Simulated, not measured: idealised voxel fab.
Process module, titled voxel plated lines
The figure presents cross-section cut, which has a width of 265 nm and is divided into square cells with an edge length of 5 nm.
In this document a cross-section is written as a grid of square cells. It is given as a series of bands, listed from the top down, and a band is one or more rows of cells. What a band's entry tells you: where the top is and where the bottom is, as heights in nm, and after that what lies inside, material by material from left to right, each with its width in nm. Empty space is written as the word "empty", and a single material marked with the word "edge to edge" occupies the band from edge to edge. Heights are measured from 0, the level below which the as-received wafer is all one material; the lowest band has no bottom and continues downward, written as in "0 nm and below". It should be noted that a width expressed as "30 to 40" varies in equal increments from row to row of cells within the band, taking the value of the first number at the top row and that of the second number at the bottom row. It should be understood that the words "left unchanged", when stated for a given step, signify that the cross-section underwent no change in any of its cells during that step. "Enclosed void entries" - sealed voids, min. 8 cells, no opening to top; format: width x height at distance (distance from left edge; nm throughout). Heads up: the bit after the settings on a step's line is the simulator's remark on that step. "overlay nm" denotes, for a step that has a mask, the displacement of the mask to the right of its planned place, with negative values corresponding to the left.

So here's the lineup of process steps we planned
| 1 | RECEIVE [material Si] |
| 2 | CONFORMAL_DEP [material SiO2] [thk nm 5] |
| 3 | DIRECTIONAL_DEP [material TiN] [thk nm 5] |
| 4 | PATTERN [tone open] [mask id LINES] [material resist] [width nm 25] [pitch nm 55] [thk nm 20] [overlay nm 0] |
| 5 | EPI [material Ru] [thk nm 10] |
| 6 | STRIP [etch materials resist] |
| 7 | DIRECTIONAL_ETCH [etch materials TiN] [depth nm 5] |
| 8 | CONFORMAL_DEP [material SiCN] [thk nm 5] |

Below: the first of two wafers, run as planned

Incoming wafer in cross-section (state: after step 1)
> 0 nm and below  Si edge to edge
> Enclosed void entries: none

Cross-section of the wafer after step 2
> 5 nm to 0 nm  SiO2 edge to edge
> Anything lower than 0 is untouched.

Cross-section of the wafer after step 3
> 10 nm to 5 nm  TiN edge to edge
> Anything lower than 5 is untouched.

Cross-section of the wafer after step 4
> 30 nm to 10 nm  65 resist / 25 empty / 30 resist / 25 empty / 30 resist / 25 empty / 65 resist
> Anything lower than 10 is untouched.

Cross-section of the wafer after step 5
> 30 nm to 20 nm  65 resist / 25 empty / 30 resist / 25 empty / 30 resist / 25 empty / 65 resist
> 20 nm to 10 nm  65 resist / 25 Ru / 30 resist / 25 Ru / 30 resist / 25 Ru / 65 resist
> Anything lower than 10 is untouched.

Cross-section of the wafer after step 6
> 20 nm to 10 nm  65 empty / 25 Ru / 30 empty / 25 Ru / 30 empty / 25 Ru / 65 empty
> Anything lower than 10 is untouched.

Cross-section of the wafer after step 7
> 20 nm to 10 nm  65 empty / 25 Ru / 30 empty / 25 Ru / 30 empty / 25 Ru / 65 empty
> 10 nm to 5 nm  65 empty / 25 TiN / 30 empty / 25 TiN / 30 empty / 25 TiN / 65 empty
> Anything lower than 5 is untouched.

Cross-section of the wafer after step 8
> 25 nm to 20 nm  60 empty / 35 SiCN / 20 empty / 35 SiCN / 20 empty / 35 SiCN / 60 empty
> 20 nm to 10 nm  60 empty / 5 SiCN / 25 Ru / 5 SiCN / 20 empty / 5 SiCN / 25 Ru / 5 SiCN / 20 empty / 5 SiCN / 25 Ru / 5 SiCN / 60 empty
> 10 nm to 5 nm  65 SiCN / 25 TiN / 30 SiCN / 25 TiN / 30 SiCN / 25 TiN / 65 SiCN
> Anything lower than 5 is untouched.

Here the second wafer is described. Its start and its plan were those of the first wafer. Its run contained one mistake. Up to and including step 2, it did exactly what the first wafer did

Cross-section, second wafer, at the end time the plan gives for step 3
> 10 nm to 0 nm  SiO2 edge to edge
> Anything lower than 0 is untouched.

Cross-section, second wafer, at the end time the plan gives for step 4
> 30 nm to 10 nm  65 resist / 25 empty / 30 resist / 25 empty / 30 resist / 25 empty / 65 resist
> Anything lower than 10 is untouched.

Cross-section, second wafer, at the end time the plan gives for step 5: left unchanged

Cross-section, second wafer, at the end time the plan gives for step 6
> 10 nm to 0 nm  SiO2 edge to edge
> Anything lower than 0 is untouched.

Cross-section, second wafer, at the end time the plan gives for step 7: left unchanged

Cross-section, second wafer, at the end time the plan gives for step 8
> 15 nm to 10 nm  SiCN edge to edge
> Anything lower than 10 is untouched.
It is concluded that the wafer was processed incorrectly with respect to the plan, in that step 3 was run on a setting that differed from the plan, and what really ran there is DIRECTIONAL_DEP [material SiO2] [thk nm 5]
Final wafer comparison in cells, second versus first, more or fewer per material: Ru: 30 fewer; SiCN: 18 fewer; SiO2: 53 more; TiN: 15 fewer
